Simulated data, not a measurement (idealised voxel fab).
A process module follows: voxel self aligned vias.
Section cut is 270 nm wide and gridded with 5 nm square cells.
This document writes a cross-section as a grid whose cells are square, and gives it as bands, listed from the top down; one or more rows of cells form a band.
Within each band entry, the heights of the top and of the bottom of the band appear first, in that order and in nm; the materials of the band then follow from left to right, each with its corresponding width in nm. The designation "full width" on a single material indicates that it fills the band from edge to edge; the designation "air" indicates empty space.
Height reference: 0 = level under which incoming wafer is all one material. Lowest band: no bottom, runs on downward, e.g. "z 0 and below".
Think of "30 to 40" as a width that walks from the first number to the second as you go down the band, top row to bottom row, taking equal-sized steps from row to row.
"nothing changed" -> step changed no cross-section cell.
"Enclosed void listing" specifies each empty space that is not open to the top and that occupies no fewer than 8 cells, using the form width x height at distance, the distance measured from the left edge and all three quantities in nm.
Past the settings on a step's line: simulator remark, on that step.
Regarding "overlay nm": on a step with a mask, it is the distance the mask lay to the right of its planned place; a negative value places it to the left.

**Planned step list for the process**
1. RECEIVE | material Si
2. CONFORMAL_DEP | material SiO2 | thk nm 15
3. CONFORMAL_DEP | material SiCN | thk nm 5
4. DIRECTIONAL_DEP | material SiO2 | thk nm 25
5. MASKED_ETCH | tone open | mask id LINES | width nm 30 | pitch nm 80 | etch materials SiO2 | depth nm 25 | overlay nm 0
6. CONFORMAL_DEP | material TiN | thk nm 5
7. FILL_DEP | material W | thk nm 10
8. CMP | height nm 45
9. SELECTIVE_ETCH | etch materials W Ru TiN | depth nm 10
10. FILL_DEP | material SiN | thk nm 10
11. CMP | height nm 45
12. DIRECTIONAL_DEP | material SiO2 | thk nm 15
13. PATTERN | tone open | mask id VIAS | material resist | width nm 50 | pitch nm 80 | thk nm 20 | overlay nm 0
14. DIRECTIONAL_ETCH | etch materials SiO2 | depth nm 15
15. DIRECTIONAL_ETCH | etch materials SiN | depth nm 10
16. STRIP | etch materials resist
17. CONFORMAL_DEP | material TiN | thk nm 5
18. FILL_DEP | material W | thk nm 10
19. CMP | height nm 60
20. CONFORMAL_DEP | material SiCN | thk nm 5

**Wafer at receipt (post step 1), cross-section**
    z 0 and below | Si full width
    Enclosed void listing: none

**Look at the cross-section after the module: the wafer started out the way shown above and the plan was the one shown above, yet one mistake was made along the way**
    z 65 to 60 | SiCN full width
    z 60 to 50 | 70 SiO2, then 5 TiN, then 40 W, then 5 TiN, then 30 SiO2, then 5 TiN, then 40 W, then 5 TiN, then 70 SiO2
    z 50 to 40 | 70 to 75 SiO2, then 10 to 5 TiN, then 20 W, then 20 to 5 TiN, then 30 to 50 SiO2, then 10 to 5 TiN, then 20 W, then 20 to 5 TiN, then 70 to 85 SiO2
    z 40 to 35 | 75 SiO2, then 30 TiN, then 50 SiO2, then 30 TiN, then 85 SiO2
    z 35 to 25 | 75 SiO2, then 5 TiN, then 20 W, then 5 TiN, then 50 SiO2, then 5 TiN, then 20 W, then 5 TiN, then 85 SiO2
    z 25 to 20 | 75 SiO2, then 30 TiN, then 50 SiO2, then 30 TiN, then 85 SiO2
    z 20 to 15 | SiCN full width
    z 15 to 0 | SiO2 full width
    z 0 and below | Si full width
    Enclosed void listing: none
In executing the process, a mistake was made relative to the plan: step 5 ran with different settings than intended, the actual operation and settings being MASKED_ETCH | tone open | mask id LINES | width nm 30 | pitch nm 80 | etch materials SiO2 | depth nm 25 | overlay nm -5
